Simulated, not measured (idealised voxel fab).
voxel gate over fins: a process module
This is section cut - it's 200 nm across, gridded in 5 nm square cells.
A cross-section in this document is a grid of square cells, and it is written down as bands, the top band listed before the ones below it; a band is made up of one or more rows of cells.
For a band, the entry starts with two heights in nm, that of the top and then that of the bottom, and carries on with the band's materials in order from left to right, each alongside its width in nm; the word "edge to edge" beside a single material means it fills the band edge to edge, and "air" means empty space.
Convention: height 0 is the level below which the wafer, as received, is all one material. The lowest band does not terminate at the bottom but continues downward, represented as "from 0 down".
Read "30 to 40" as a graded width: first number on top, second number at the bottom, same change between each pair of neighbouring rows.
"left unchanged" (step): cross-section cells unchanged, all of them.
Closed empty spaces (no open way to the top) of 8 cells or more are what "Unvented internal voids" lists, each as width x height at distance from the left edge, nm for all three.
Heads up: the bit after the settings on a step's line is the simulator's remark on that step.
A step's line can hold "overlay nm"; with a mask on that step, the setting says how far right of the planned place the mask lay, while a negative setting says it lay to the left.

Steps planned for the process
1 RECEIVE with material Si
2 CONFORMAL_DEP with material SiN, thk nm 10
3 PATTERN with tone cover, mask id FINS, material resist, width nm 15, pitch nm 35, thk nm 15, overlay nm 0
4 DIRECTIONAL_ETCH with etch materials SiN, depth nm 10
5 DIRECTIONAL_ETCH with etch materials Si, depth nm 40
6 STRIP with etch materials resist
7 OXIDIZE with depth nm 5
8 FILL_DEP with material SiO2, thk nm 5
9 CMP with height nm 10
10 SELECTIVE_ETCH with etch materials SiO2, depth nm 20
11 STRIP with etch materials SiN
12 CONFORMAL_DEP with material HfO2, thk nm 5
13 CONFORMAL_DEP with material TiN, thk nm 5
14 FILL_DEP with material W, thk nm 15
15 CMP with height nm 20
16 CONFORMAL_DEP with material SiCN, thk nm 10

Cross-section of the wafer upon arrival, representing the state reached after step 1
from 0 down = Si edge to edge
Unvented internal voids: none

Module complete - cross-section of the first of two wafers, run according to plan
from 30 to 20 = SiCN edge to edge
from 20 to 10 = W edge to edge
from 10 to 5 = 70 of W  25 of TiN  10 of W  25 of TiN  70 of W
from 5 to 0 = 70 of W  5 of TiN  15 of HfO2  5 of TiN  10 of W  5 of TiN  15 of HfO2  5 of TiN  70 of W
from 0 to -5 = 75 of TiN  5 of HfO2  5 of Si  5 of HfO2  20 of TiN  5 of HfO2  5 of Si  5 of HfO2  75 of TiN
from -5 to -10 = 80 of HfO2  5 of Si  30 of HfO2  5 of Si  80 of HfO2
from -10 to -45 = 80 of SiO2  5 of Si  30 of SiO2  5 of Si  80 of SiO2
from -45 down = Si edge to edge
Unvented internal voids: none

The second wafer, shown in cross-section after the module: started the same way as the first and given the same plan, yet one mistake crept into how it was run
from 30 to 20 = SiCN edge to edge
from 20 to 10 = W edge to edge
from 10 to 5 = 80 of TiN  5 of W  30 of TiN  5 of W  80 of TiN
from 5 to 0 = 75 of HfO2  5 of TiN  5 of W  5 of TiN  20 of HfO2  5 of TiN  5 of W  5 of TiN  75 of HfO2
from 0 to -5 = 70 of Si  5 of HfO2  15 of TiN  5 of HfO2  10 of Si  5 of HfO2  15 of TiN  5 of HfO2  70 of Si
from -5 to -10 = 70 of Si  25 of HfO2  10 of Si  25 of HfO2  70 of Si
from -10 to -45 = 70 of Si  25 of SiO2  10 of Si  25 of SiO2  70 of Si
from -45 down = Si edge to edge
Unvented internal voids: none
In executing the process, a mistake was made relative to the plan: note that step 3 departed from the planned setting and was carried out as PATTERN with tone open, mask id FINS, material resist, width nm 15, pitch nm 35, thk nm 15, overlay nm 0
FYI, end of process, the second wafer has more or fewer cells of some materials than the first: Si +252; SiO2 -196; W -56
